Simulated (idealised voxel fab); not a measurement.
Title: Process Module voxel self aligned vias
Displayed cross-section: cut, width of 300 nm, square cells sized 5 nm.
Just so we're on the same page, the cross-sections are grids of square cells, and they're listed out in bands top to bottom, each band one or more rows deep.
This entry defines a band. It first specifies the height of the band's top and the height of its bottom in nm, and then specifies the band's materials from left to right, stating each material with its width in nm. The word "edge to edge" identifies a single material that fills the band from edge to edge, while the word "blank" identifies empty space.
Note: height 0 marks the level under which the wafer is uniformly one material as received. Lowest band unbounded below, written "z 0 and below".
Note: "30 to 40" means the width goes from the first number (top row of the band) to the second number (bottom row) in equal steps per row of cells.
Where a step carries "identical to before", the cross-section came out of it unchanged, cell for cell.
Reported under the label "Enclosed void inventory" are the empty spaces having no open way to the top and comprising 8 cells or more; the notation for each is width x height at distance, in which the distance is measured from the left edge and all three values are in nm.
Past the settings on a step's line: simulator remark, on that step.
overlay nm: where the mask lay relative to plan, measured to the right, on steps with a mask; negatives go left.
Listed below are the process steps as planned:
1 op RECEIVE | material Si
2 op CONFORMAL_DEP | material SiO2 | thk nm 10
3 op CONFORMAL_DEP | material SiCN | thk nm 5
4 op DIRECTIONAL_DEP | material SiO2 | thk nm 25
5 op DIRECTIONAL_DEP | material aC | thk nm 15
6 op PATTERN | tone open | mask id LINES | material resist | width nm 30 | pitch nm 60 | thk nm 30 | overlay nm 0
7 op DIRECTIONAL_ETCH | etch materials aC | depth nm 15
8 op STRIP | etch materials resist
9 op DIRECTIONAL_ETCH | etch materials SiO2 | depth nm 25
10 op STRIP | etch materials aC
11 op CONFORMAL_DEP | material TiN | thk nm 5
12 op FILL_DEP | material W | thk nm 5
13 op CMP | height nm 40
14 op SELECTIVE_ETCH | etch materials W Ru TiN | depth nm 10
15 op FILL_DEP | material SiN | thk nm 10
16 op CMP | height nm 40
17 op DIRECTIONAL_DEP | material SiO2 | thk nm 20
18 op MASKED_ETCH | tone open | mask id VIAS | width nm 40 | pitch nm 120 | etch materials SiO2 | depth nm 20 | overlay nm 0
19 op MASKED_ETCH | tone open | mask id VIAS | width nm 40 | pitch nm 120 | etch materials SiN | depth nm 10 | overlay nm 0
20 op CONFORMAL_DEP | material TiN | thk nm 5
21 op FILL_DEP | material W | thk nm 5
22 op CMP | height nm 60
23 op CONFORMAL_DEP | material SiN | thk nm 5
Cross-section of the incoming wafer, state after step 1:
    z 0 and below = Si edge to edge
    Enclosed void inventory: none
Module complete, cross-section. Starting point and plan per above. One mistake made in running the module:
    z 65 to 60 = SiN edge to edge
    z 60 to 45 = SiO2 70  TiN 5  W 30  TiN 5  SiO2 80  TiN 5  W 30  TiN 5  SiO2 70
    z 45 to 40 = SiO2 70  TiN 40  SiO2 80  TiN 40  SiO2 70
    z 40 to 30 = SiN 70  TiN 5  SiO2 30  TiN 5  SiN 25  SiO2 30  SiN 25  TiN 5  SiO2 30  TiN 5  SiN 70
    z 30 to 20 = W 70  TiN 5  SiO2 30  TiN 5  W 20  TiN 5  SiO2 30  TiN 5  W 20  TiN 5  SiO2 30  TiN 5  W 70
    z 20 to 15 = TiN 75  SiO2 30  TiN 30  SiO2 30  TiN 30  SiO2 30  TiN 75
    z 15 to 10 = SiCN edge to edge
    z 10 to 0 = SiO2 edge to edge
    z 0 and below = Si edge to edge
    Enclosed void inventory: none
Want to know what went wrong? step 6 went in with a setting other than planned; the actual run was op PATTERN | tone cover | mask id LINES | material resist | width nm 30 | pitch nm 60 | thk nm 30 | overlay nm 0
